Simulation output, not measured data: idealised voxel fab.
You're looking at the process module voxel spacer lines.
Displayed cross-section: cut, width of 235 nm, square cells sized 5 nm.
Notation: cross-section as square-cell grid; stated in bands, top first, going down; one or more cell rows per band.
Read a band's entry like this: the first values are the height of its top and the height of its bottom in nm, and what follows is the sequence of materials from left to right, each with its width in nm. Note that "air" is empty space, and that a single material marked "everywhere" reaches across the band from edge to edge.
Below 0: as-received wafer, all one material; heights counted from there. Lowest band: no bottom, goes on down, written "0 down".
A width given as "30->40" starts at the first number in the band's top row and ends at the second number in its bottom row, shifting by an equal amount at every step from row to row.
Reading "no change" for a step: not a cell of the cross-section changed in it.
The label "Enclosed cavity list" introduces a list of the empty spaces, 8 cells or larger, that have no open way up to the top; each entry in it reads width x height at distance, where the distance is taken from the left edge and all three are stated in nm.
Formally, on a step line, whatever follows the settings is a remark that the simulator itself makes on the step.
overlay nm: step with mask; distance mask lay right of planned place; negative value = left of planned place.

# Planned process steps
1. RECEIVE [material Si]
2. CONFORMAL_DEP [material Al2O3] [thk nm 10]
3. DIRECTIONAL_DEP [material SiN] [thk nm 15]
4. DIRECTIONAL_DEP [material polySi] [thk nm 20]
5. PATTERN [tone cover] [mask id MANDREL] [material resist] [width nm 20] [pitch nm 70] [thk nm 25] [overlay nm 0]
6. DIRECTIONAL_ETCH [etch materials polySi] [depth nm 20]
7. STRIP [etch materials resist]
8. CONFORMAL_DEP [material SiO2] [thk nm 15]
9. DIRECTIONAL_ETCH [etch materials SiO2] [depth nm 15]
10. STRIP [etch materials polySi]
11. DIRECTIONAL_ETCH [etch materials SiN] [depth nm 15]
12. STRIP [etch materials SiO2]
13. FILL_DEP [material lowk] [thk nm 5]
14. CMP [height nm 25]

# The cross-section here shows the wafer as received, i.e. in its state after step 1
    0 down | Si everywhere
    Enclosed cavity list: none

# As-planned run: cross-section of the first of two wafers at end of module
    25 to 10 | lowk 55 | SiN 15 | lowk 20 | SiN 15 | lowk 20 | SiN 15 | lowk 20 | SiN 15 | lowk 60
    10 to 0 | Al2O3 everywhere
    0 down | Si everywhere
    Enclosed cavity list: none

# Second of two wafers, module complete, sectioned: it shares the first wafer's start and plan but was run with one mistake
    25 to 10 | lowk 60 | SiN 15 | lowk 20 | SiN 15 | lowk 20 | SiN 15 | lowk 20 | SiN 15 | lowk 55
    10 to 0 | Al2O3 everywhere
    0 down | Si everywhere
    Enclosed cavity list: none
What was done differently from what was planned? it should be noted that step 5 was executed with settings other than those planned, the operation and settings actually applied being PATTERN [tone cover] [mask id MANDREL] [material resist] [width nm 20] [pitch nm 70] [thk nm 25] [overlay nm 5]
Same inventory, different map: at the end, the second wafer holds as many cells of each material as the first, placed elsewhere.
